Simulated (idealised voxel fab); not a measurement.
You're looking at the process module voxel capacitor over wiring.
Displayed cross-section: cut, width of 160 nm, square cells sized 5 nm.
A cross-section is a grid of square cells, given in bands from the top down. A band is one or more rows of cells. The band entry comprises the height of the band's top followed by the height of its bottom, expressed in nm, and subsequently the band's materials from left to right, each stated together with its width in nm. Where a single material is marked with the word "edge to edge", that material fills the band from edge to edge. The word "empty" represents empty space. Heights from 0 (as-received wafer is one material below). Bottom band endless downward, as "0 nm and below". A width given as "30->40" starts at the first number in the band's top row and ends at the second number in its bottom row, shifting by an equal amount at every step from row to row. The cross-section has no changed cell in any step marked "changes: none". "Completely enclosed voids": sealed empty spaces, 8 cells or more, no open way to top, listed width x height at distance, with distance from the left edge and width, height and distance in nm. Formally, on a step line, whatever follows the settings is a remark that the simulator itself makes on the step. "overlay nm" denotes, for a step that has a mask, the displacement of the mask to the right of its planned place, with negative values corresponding to the left.
Set out below are the planned steps of the process
1: RECEIVE with material Si
2: CONFORMAL_DEP with material SiO2, thk nm 10
3: DIRECTIONAL_DEP with material TiN, thk nm 5
4: DIRECTIONAL_DEP with material Ru, thk nm 25
5: DIRECTIONAL_DEP with material aC, thk nm 10
6: PATTERN with tone cover, mask id METAL_1, material resist, width nm 20, pitch nm 85, thk nm 30, overlay nm 0
7: DIRECTIONAL_ETCH with etch materials aC, depth nm 10
8: STRIP with etch materials resist
9: DIRECTIONAL_ETCH with etch materials Ru, depth nm 25
10: DIRECTIONAL_ETCH with etch materials TiN, depth nm 5
11: STRIP with etch materials aC
12: FILL_DEP with material lowk, thk nm 10
13: CMP with height nm 40
14: CONFORMAL_DEP with material SiCN, thk nm 5
15: DIRECTIONAL_DEP with material lowk, thk nm 15
16: PATTERN with tone open, mask id PLUG_1, material resist, width nm 15, thk nm 15, overlay nm 0
17: DIRECTIONAL_ETCH with etch materials lowk, depth nm 15
18: DIRECTIONAL_ETCH with etch materials SiCN, depth nm 5
19: STRIP with etch materials resist
20: EPI with material Ru, thk nm 10
21: EPI with material Ru, thk nm 10
22: DIRECTIONAL_DEP with material TiN, thk nm 5
23: DIRECTIONAL_DEP with material HfO2, thk nm 5
24: DIRECTIONAL_DEP with material TiN, thk nm 10
25: PATTERN with tone cover, mask id UPPER_PLATE, material resist, width nm 70, thk nm 15, overlay nm 0
26: DIRECTIONAL_ETCH with etch materials TiN, depth nm 10
27: DIRECTIONAL_ETCH with etch materials HfO2, depth nm 5
28: STRIP with etch materials resist
29: DIRECTIONAL_DEP with material aC, thk nm 15
30: PATTERN with tone cover, mask id LOWER_PLATE, material resist, width nm 80, thk nm 35, overlay nm 0
31: DIRECTIONAL_ETCH with etch materials aC, depth nm 15
32: STRIP with etch materials resist
33: DIRECTIONAL_ETCH with etch materials TiN, depth nm 5
34: STRIP with etch materials aC
35: FILL_DEP with material SiO2, thk nm 15
36: CMP with height nm 90
37: MASKED_ETCH with tone open, mask id PLUG_2, width nm 15, etch materials SiO2, depth nm 10, overlay nm 0
38: CONFORMAL_DEP with material TiN, thk nm 5
39: FILL_DEP with material Ru, thk nm 10
40: CMP with height nm 90
41: CONFORMAL_DEP with material SiCN, thk nm 5
First wafer, two in total, run as planned
Cross-section of the wafer upon arrival, representing the state reached after step 1
- 0 nm and below  Si edge to edge
- Completely enclosed voids: none
After step 2, in cross-section
- 10 nm to 0 nm  SiO2 edge to edge
- No changes below 0.
After step 3, in cross-section
- 15 nm to 10 nm  TiN edge to edge
- No changes below 10.
After step 4, in cross-section
- 40 nm to 15 nm  Ru edge to edge
- No changes below 15.
After step 5, in cross-section
- 50 nm to 40 nm  aC edge to edge
- No changes below 40.
After step 6, in cross-section
- 80 nm to 50 nm  empty (25), resist (20), empty (65), resist (20), empty (30)
- No changes below 50.
After step 7, in cross-section
- 70 nm to 50 nm  empty (25), resist (20), empty (65), resist (20), empty (30)
- 50 nm to 40 nm  empty (25), aC (20), empty (65), aC (20), empty (30)
- No changes below 40.
After step 8, in cross-section
- 50 nm to 40 nm  empty (25), aC (20), empty (65), aC (20), empty (30)
- No changes below 40.
After step 9, in cross-section
- 50 nm to 40 nm  empty (25), aC (20), empty (65), aC (20), empty (30)
- 40 nm to 15 nm  empty (25), Ru (20), empty (65), Ru (20), empty (30)
- No changes below 15.
After step 10, in cross-section
- 50 nm to 40 nm  empty (25), aC (20), empty (65), aC (20), empty (30)
- 40 nm to 15 nm  empty (25), Ru (20), empty (65), Ru (20), empty (30)
- 15 nm to 10 nm  empty (25), TiN (20), empty (65), TiN (20), empty (30)
- No changes below 10.
After step 11, in cross-section
- 40 nm to 15 nm  empty (25), Ru (20), empty (65), Ru (20), empty (30)
- No changes below 15.
After step 12, in cross-section
- 50 nm to 40 nm  lowk edge to edge
- 40 nm to 15 nm  lowk (25), Ru (20), lowk (65), Ru (20), lowk (30)
- 15 nm to 10 nm  lowk (25), TiN (20), lowk (65), TiN (20), lowk (30)
- No changes below 10.
After step 13, in cross-section
- 40 nm to 15 nm  lowk (25), Ru (20), lowk (65), Ru (20), lowk (30)
- No changes below 15.
After step 14, in cross-section
- 45 nm to 40 nm  SiCN edge to edge
- No changes below 40.
After step 15, in cross-section
- 60 nm to 45 nm  lowk edge to edge
- No changes below 45.
After step 16, in cross-section
- 75 nm to 60 nm  resist (30), empty (15), resist (115)
- No changes below 60.
After step 17, in cross-section
- 75 nm to 60 nm  resist (30), empty (15), resist (115)
- 60 nm to 45 nm  lowk (30), empty (15), lowk (115)
- No changes below 45.
After step 18, in cross-section
- 75 nm to 60 nm  resist (30), empty (15), resist (115)
- 60 nm to 45 nm  lowk (30), empty (15), lowk (115)
- 45 nm to 40 nm  SiCN (30), empty (15), SiCN (115)
- No changes below 40.
After step 19, in cross-section
- 60 nm to 45 nm  lowk (30), empty (15), lowk (115)
- No changes below 45.
After step 20, in cross-section
- 60 nm to 50 nm  lowk (30), empty (15), lowk (115)
- 50 nm to 45 nm  lowk (30), Ru (15), lowk (115)
- 45 nm to 40 nm  SiCN (30), Ru (15), SiCN (115)
- No changes below 40.
After step 21, in cross-section
- 60 nm to 45 nm  lowk (30), Ru (15), lowk (115)
- No changes below 45.
After step 22, in cross-section
- 65 nm to 60 nm  TiN edge to edge
- No changes below 60.
After step 23, in cross-section
- 70 nm to 65 nm  HfO2 edge to edge
- No changes below 65.
After step 24, in cross-section
- 80 nm to 70 nm  TiN edge to edge
- No changes below 70.
After step 25, in cross-section
- 95 nm to 80 nm  empty (30), resist (70), empty (60)
- No changes below 80.
After step 26, in cross-section
- 95 nm to 80 nm  empty (30), resist (70), empty (60)
- 80 nm to 70 nm  empty (30), TiN (70), empty (60)
- No changes below 70.
After step 27, in cross-section
- 95 nm to 80 nm  empty (30), resist (70), empty (60)
- 80 nm to 70 nm  empty (30), TiN (70), empty (60)
- 70 nm to 65 nm  empty (30), HfO2 (70), empty (60)
- No changes below 65.
After step 28, in cross-section
- 80 nm to 70 nm  empty (30), TiN (70), empty (60)
- No changes below 70.
After step 29, in cross-section
- 95 nm to 80 nm  empty (30), aC (70), empty (60)
- 80 nm to 70 nm  aC (30), TiN (70), aC (60)
- 70 nm to 65 nm  aC (30), HfO2 (70), aC (60)
- No changes below 65.
After step 30, in cross-section
- 130 nm to 95 nm  empty (25), resist (80), empty (55)
- 95 nm to 80 nm  empty (25), resist (5), aC (70), resist (5), empty (55)
- No changes below 80.
After step 31, in cross-section
- 115 nm to 95 nm  empty (25), resist (80), empty (55)
- 95 nm to 80 nm  empty (25), resist (5), aC (70), resist (5), empty (55)
- 80 nm to 70 nm  empty (25), aC (5), TiN (70), aC (5), empty (55)
- 70 nm to 65 nm  empty (25), aC (5), HfO2 (70), aC (5), empty (55)
- No changes below 65.
After step 32, in cross-section
- 95 nm to 80 nm  empty (30), aC (70), empty (60)
- No changes below 80.
After step 33, in cross-section
- 95 nm to 80 nm  empty (30), aC (70), empty (60)
- 80 nm to 70 nm  empty (25), aC (5), TiN (70), aC (5), empty (55)
- 70 nm to 65 nm  empty (25), aC (5), HfO2 (70), aC (5), empty (55)
- 65 nm to 60 nm  empty (25), TiN (80), empty (55)
- No changes below 60.
After step 34, in cross-section
- 80 nm to 70 nm  empty (30), TiN (70), empty (60)
- 70 nm to 65 nm  empty (30), HfO2 (70), empty (60)
- No changes below 65.
After step 35, in cross-section
- 95 nm to 80 nm  SiO2 edge to edge
- 80 nm to 70 nm  SiO2 (30), TiN (70), SiO2 (60)
- 70 nm to 65 nm  SiO2 (30), HfO2 (70), SiO2 (60)
- 65 nm to 60 nm  SiO2 (25), TiN (80), SiO2 (55)
- No changes below 60.
After step 36, in cross-section
- 90 nm to 80 nm  SiO2 edge to edge
- No changes below 80.
After step 37, in cross-section
- 90 nm to 80 nm  SiO2 (40), empty (15), SiO2 (105)
- No changes below 80.
After step 38, in cross-section
- 95 nm to 90 nm  TiN (45), empty (5), TiN (110)
- 90 nm to 85 nm  SiO2 (40), TiN (5), empty (5), TiN (5), SiO2 (105)
- 85 nm to 80 nm  SiO2 (40), TiN (15), SiO2 (105)
- No changes below 80.
After step 39, in cross-section
- 105 nm to 95 nm  Ru edge to edge
- 95 nm to 90 nm  TiN (45), Ru (5), TiN (110)
- 90 nm to 85 nm  SiO2 (40), TiN (5), Ru (5), TiN (5), SiO2 (105)
- No changes below 85.
After step 40, in cross-section
- 90 nm to 85 nm  SiO2 (40), TiN (5), Ru (5), TiN (5), SiO2 (105)
- No changes below 85.
After step 41, in cross-section
- 95 nm to 90 nm  SiCN edge to edge
- No changes below 90.
Companion wafer, the second of two: same beginning, same intended sequence, one mistake in carrying it out; through step 29 inclusive it tracks the first exactly
Second wafer cross-section, taken as of the time the plan sets for step 30 to be done
- 130 nm to 95 nm  resist (25), empty (80), resist (55)
- 95 nm to 80 nm  resist (25), empty (5), aC (70), empty (5), resist (55)
- No changes below 80.
Second wafer cross-section, taken as of the time the plan sets for step 31 to be done
- 115 nm to 80 nm  resist (25), empty (80), resist (55)
- 80 nm to 70 nm  aC (25), empty (5), TiN (70), empty (5), aC (55)
- 70 nm to 65 nm  aC (25), empty (5), HfO2 (70), empty (5), aC (55)
- No changes below 65.
Second wafer cross-section, taken as of the time the plan sets for step 32 to be done
- 80 nm to 70 nm  aC (25), empty (5), TiN (70), empty (5), aC (55)
- No changes below 70.
Second wafer cross-section, taken as of the time the plan sets for step 33 to be done
- 80 nm to 75 nm  aC (25), empty (80), aC (55)
- 75 nm to 70 nm  aC (25), empty (5), TiN (70), empty (5), aC (55)
- 70 nm to 65 nm  aC (25), empty (5), HfO2 (70), empty (5), aC (55)
- 65 nm to 60 nm  TiN (25), empty (5), TiN (70), empty (5), TiN (55)
- No changes below 60.
Second wafer cross-section, taken as of the time the plan sets for step 34 to be done
- 75 nm to 70 nm  empty (30), TiN (70), empty (60)
- 70 nm to 65 nm  empty (30), HfO2 (70), empty (60)
- No changes below 65.
Second wafer cross-section, taken as of the time the plan sets for step 35 to be done
- 90 nm to 75 nm  SiO2 edge to edge
- 75 nm to 70 nm  SiO2 (30), TiN (70), SiO2 (60)
- 70 nm to 65 nm  SiO2 (30), HfO2 (70), SiO2 (60)
- 65 nm to 60 nm  TiN (25), SiO2 (5), TiN (70), SiO2 (5), TiN (55)
- No changes below 60.
Second wafer cross-section, taken as of the time the plan sets for step 36 to be done: changes: none
Second wafer cross-section, taken as of the time the plan sets for step 37 to be done
- 90 nm to 80 nm  SiO2 (40), empty (15), SiO2 (105)
- No changes below 80.
Second wafer cross-section, taken as of the time the plan sets for step 38 to be done
- 95 nm to 90 nm  TiN (45), empty (5), TiN (110)
- 90 nm to 85 nm  SiO2 (40), TiN (5), empty (5), TiN (5), SiO2 (105)
- 85 nm to 80 nm  SiO2 (40), TiN (15), SiO2 (105)
- No changes below 80.
Second wafer cross-section, taken as of the time the plan sets for step 39 to be done
- 105 nm to 95 nm  Ru edge to edge
- 95 nm to 90 nm  TiN (45), Ru (5), TiN (110)
- 90 nm to 85 nm  SiO2 (40), TiN (5), Ru (5), TiN (5), SiO2 (105)
- No changes below 85.
Second wafer cross-section, taken as of the time the plan sets for step 40 to be done
- 90 nm to 85 nm  SiO2 (40), TiN (5), Ru (5), TiN (5), SiO2 (105)
- No changes below 85.
Second wafer cross-section, taken as of the time the plan sets for step 41 to be done
- 95 nm to 90 nm  SiCN edge to edge
- No changes below 90.
Short version of what went wrong: the process deviated at step 30: the operation and settings actually run there were PATTERN with tone open, mask id LOWER_PLATE, material resist, width nm 80, thk nm 35, overlay nm 0
At the end, each material covers as many cells on the second wafer as it does on the first, though the cells it covers are elsewhere.
